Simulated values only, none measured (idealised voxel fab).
You're looking at the process module voxel tone inversion.
FYI the section here is cut, 195 nm wide, cells are 5 nm squares.
How to read a cross-section here: the picture is a grid of square cells, written as bands going from the top down, and any band can span one or more rows of cells.
A band entry consists of two parts. The first gives the height of the band's top and the height of its bottom, in nm. The rest lists the band's materials from left to right, each with its width in nm. A single material labelled with the word "all across" fills the band from edge to edge, and the word "air" marks empty space.
Counting heights begins at 0, where everything beneath is, in the wafer as received, one material. The lowest band has no bottom; it goes on downwards, as "0 -> down" shows.
Graded width ("30 to 40"): value in top row of band = first number; value in bottom row = second number; row-to-row change constant.
The designation "all unchanged", where it is given for a processing step, indicates that no cell of the cross-section was altered in the course of that step.
"Completely sealed voids" lists enclosed empty spaces (at least 8 cells, no open path upward to the top), each as width x height at distance from the left edge, in nm.
That trailing text on a step's line, after the settings, is the simulator's own remark on the step.
overlay nm: mask offset rightward from planned place, masked step; negative means leftward offset.
Plan
| 1 | RECEIVE [material Si] |
| 2 | CONFORMAL_DEP [material SiCN] [thk nm 10] |
| 3 | DIRECTIONAL_DEP [material aC] [thk nm 20] |
| 4 | PATTERN [tone cover] [mask id POSTS] [material resist] [width nm 15] [pitch nm 45] [thk nm 25] [overlay nm 0] |
| 5 | DIRECTIONAL_ETCH [etch materials aC] [depth nm 20] |
| 6 | STRIP [etch materials resist] |
| 7 | FILL_DEP [material lowk] [thk nm 5] |
| 8 | CMP [height nm 30] |
| 9 | STRIP [etch materials aC] |
| 10 | CONFORMAL_DEP [material TiN] [thk nm 5] |
| 11 | FILL_DEP [material Cu] [thk nm 5] |
| 12 | CMP [height nm 30] |
| 13 | CONFORMAL_DEP [material SiCN] [thk nm 5] |
Cross-sectional view of the wafer in its as-received condition, corresponding to the state after step 1
  0 -> down  Si all across
  Completely sealed voids: none
Cross-section taken at module completion on the first of two wafers; processed per the plan
  35 -> 30  SiCN all across
  30 -> 15  lowk=45 / TiN=5 / Cu=5 / TiN=5 / lowk=30 / TiN=5 / Cu=5 / TiN=5 / lowk=30 / TiN=5 / Cu=5 / TiN=5 / lowk=45
  15 -> 10  lowk=45 / TiN=15 / lowk=30 / TiN=15 / lowk=30 / TiN=15 / lowk=45
  10 -> 0  SiCN all across
  0 -> down  Si all across
  Completely sealed voids: none
Cross-sectional image of the second wafer of the two following completion of the module. Starting state and process plan were the same as for the first wafer; one execution error occurred
  35 -> 30  SiCN all across
  30 -> 15  lowk=55 / TiN=5 / Cu=5 / TiN=5 / lowk=30 / TiN=5 / Cu=5 / TiN=5 / lowk=30 / TiN=5 / Cu=5 / TiN=5 / lowk=35
  15 -> 10  lowk=55 / TiN=15 / lowk=30 / TiN=15 / lowk=30 / TiN=15 / lowk=35
  10 -> 0  SiCN all across
  0 -> down  Si all across
  Completely sealed voids: none
Finding, execution versus plan: not per plan at step 4, really ran PATTERN [tone cover] [mask id POSTS] [material resist] [width nm 15] [pitch nm 45] [thk nm 25] [overlay nm 10]
The two final wafers agree on how many cells each material fills and disagree on which cells those are.
